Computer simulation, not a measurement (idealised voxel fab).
process module | voxel self aligned contacts
cross-section cut | 145 nm wide | cells 5 nm
A cross-section is a grid of square cells, given in bands from the top down. A band is one or more rows of cells.
Each band's line starts with the height of the band's top and of its bottom, in nm. Then come its materials from left to right, each with its width in nm. One material with "throughout" fills the band from edge to edge. "air" is empty space.
Height 0 is the level under which the wafer as received is all one material. The lowest band goes on downwards, as in "0 down".
A width such as "30 to 40" changes by the same amount from each row of cells to the next, from the band's top row to its bottom row.
"no change" after a step means that no cell of the cross-section changed.
closed voids: empty space of 8 cells or more with no open way to the top, each as width x height at its distance from the left edge, in nm
after a step's settings: what the simulator itself notes on the step
overlay nm, on a step with a mask: how far to the right of its planned place the mask lay; to the left if negative
plan
1 op RECEIVE | material Si
2 op CONFORMAL_DEP | material SiO2 | thk nm 5
3 op DIRECTIONAL_DEP | material polySi | thk nm 20
4 op DIRECTIONAL_DEP | material SiN | thk nm 25
5 op PATTERN | tone cover | mask id GATE | material resist | width nm 30 | pitch nm 70 | thk nm 15 | overlay nm 0
6 op DIRECTIONAL_ETCH | etch materials SiN | depth nm 25
7 op DIRECTIONAL_ETCH | etch materials polySi | depth nm 20
8 op STRIP | etch materials resist
9 op CONFORMAL_DEP | material SiN | thk nm 10
10 op DIRECTIONAL_ETCH | etch materials SiN | depth nm 10
11 op FILL_DEP | material SiO2 | thk nm 15
12 op CMP | height nm 55
13 op MASKED_ETCH | tone open | mask id CONTACT | width nm 50 | etch materials SiO2 | depth nm 55 | overlay nm 0
14 op CONFORMAL_DEP | material TiN | thk nm 5
15 op FILL_DEP | material W | thk nm 10
16 op CMP | height nm 55
17 op CONFORMAL_DEP | material SiCN | thk nm 5
as received, after step 1
  0 down: Si throughout
  closed voids: none
a wafer at the end: this start, this plan, one mistake
  60 to 55: SiCN throughout
  55 to 50: SiO2 45 | TiN 20 | W 10 | TiN 20 | SiO2 50
  50 to 35: SiO2 10 | SiN 10 | polySi 30 | SiN 10 | TiN 5 | W 10 | TiN 5 | SiN 10 | polySi 30 | SiN 10 | SiO2 15
  35 to 30: SiO2 10 | SiN 10 | polySi 30 | SiN 10 | TiN 20 | SiN 10 | polySi 30 | SiN 10 | SiO2 15
  30 to 5: SiN throughout
  5 to 0: SiO2 throughout
  0 down: Si throughout
  closed voids: none
what went wrong: steps 3 and 4 were swapped
